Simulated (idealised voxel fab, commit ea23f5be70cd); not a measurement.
Process module under the name voxel air gaps
In the cross-section labelled cut, the width is 255 nm and each square cell is 5 nm.
This document writes a cross-section as a grid whose cells are square, and gives it as bands, listed from the top down; one or more rows of cells form a band.
Each band's line starts with the height of the band's top and of its bottom, in nm. Then come its materials from left to right, each with its width in nm. One material with "edge to edge" fills the band from edge to edge. "blank" is empty space.
The level at which height equals 0 is the one under which the wafer, as it arrives, is entirely one material. No lower edge exists for the bottom band, which continues downward and is notated as in "0 down".
You'd read "30..40" like this: the band's top row of cells is as wide as the first number, its bottom row is as wide as the second, and going down, every row changes width by the same amount as the row before did.
"all unchanged" -> step changed no cross-section cell.
In the "Cavities, closed" entry, you get each enclosed empty space of 8 cells or more, one with no open way to the top, written width x height at distance, distance from the left edge, in nm.
What comes after the settings on a step's line is commentary from the simulator itself on that step.
The "overlay nm" setting may appear on a step's line; for a step that uses a mask, it gives how far to the right of its planned position the mask lay, and a negative value indicates the left.

**Set out below are the planned steps of the process**
1 RECEIVE (material Si)
2 CONFORMAL_DEP (material SiO2; thk nm 15)
3 CONFORMAL_DEP (material SiN; thk nm 5)
4 DIRECTIONAL_DEP (material lowk; thk nm 35)
5 DIRECTIONAL_DEP (material aC; thk nm 10)
6 PATTERN (tone open; mask id LINES; material resist; width nm 25; pitch nm 55; thk nm 25; overlay nm 0)
7 DIRECTIONAL_ETCH (etch materials aC; depth nm 10)
8 STRIP (etch materials resist)
9 DIRECTIONAL_ETCH (etch materials lowk; depth nm 35)
10 STRIP (etch materials aC)
11 CONFORMAL_DEP (material TiN; thk nm 5)
12 FILL_DEP (material W; thk nm 5)
13 CMP (height nm 55)
14 EPI (material Ru; thk nm 10)
15 SELECTIVE_ETCH (etch materials lowk; depth nm 45)
16 CONFORMAL_DEP (material SiN; thk nm 5)

**Cross-section of the wafer upon arrival, representing the state reached after step 1**
* 0 down: Si edge to edge
* Cavities, closed: none

**One mistake in running the module, otherwise start and plan as above: cross-section at the end**
* 70 to 65: 50 blank, 45 SiN, 10 blank, 45 SiN, 10 blank, 45 SiN, 50 blank
* 65 to 55: 50 blank, 5 SiN, 35 Ru, 5 SiN, 10 blank, 5 SiN, 35 Ru, 5 SiN, 10 blank, 5 SiN, 35 Ru, 5 SiN, 50 blank
* 55 to 50: 50 blank, 15 SiN, 5 TiN, 5 W, 5 TiN, 15 SiN, 10 blank, 15 SiN, 5 TiN, 5 W, 5 TiN, 15 SiN, 10 blank, 15 SiN, 5 TiN, 5 W, 5 TiN, 15 SiN, 50 blank
* 50 to 25: 60 blank, 5 SiN, 5 TiN, 5 W, 5 TiN, 5 SiN, 30 blank, 5 SiN, 5 TiN, 5 W, 5 TiN, 5 SiN, 30 blank, 5 SiN, 5 TiN, 5 W, 5 TiN, 5 SiN, 60 blank
* 25 to 20: 65 SiN, 15 TiN, 40 SiN, 15 TiN, 40 SiN, 15 TiN, 65 SiN
* 20 to 15: SiN edge to edge
* 15 to 0: SiO2 edge to edge
* 0 down: Si edge to edge
* Cavities, closed: none
The plan and the run diverged here: it should be noted that step 6 was executed with settings other than those planned, the operation and settings actually applied being PATTERN (tone open; mask id LINES; material resist; width nm 15; pitch nm 55; thk nm 25; overlay nm 0)
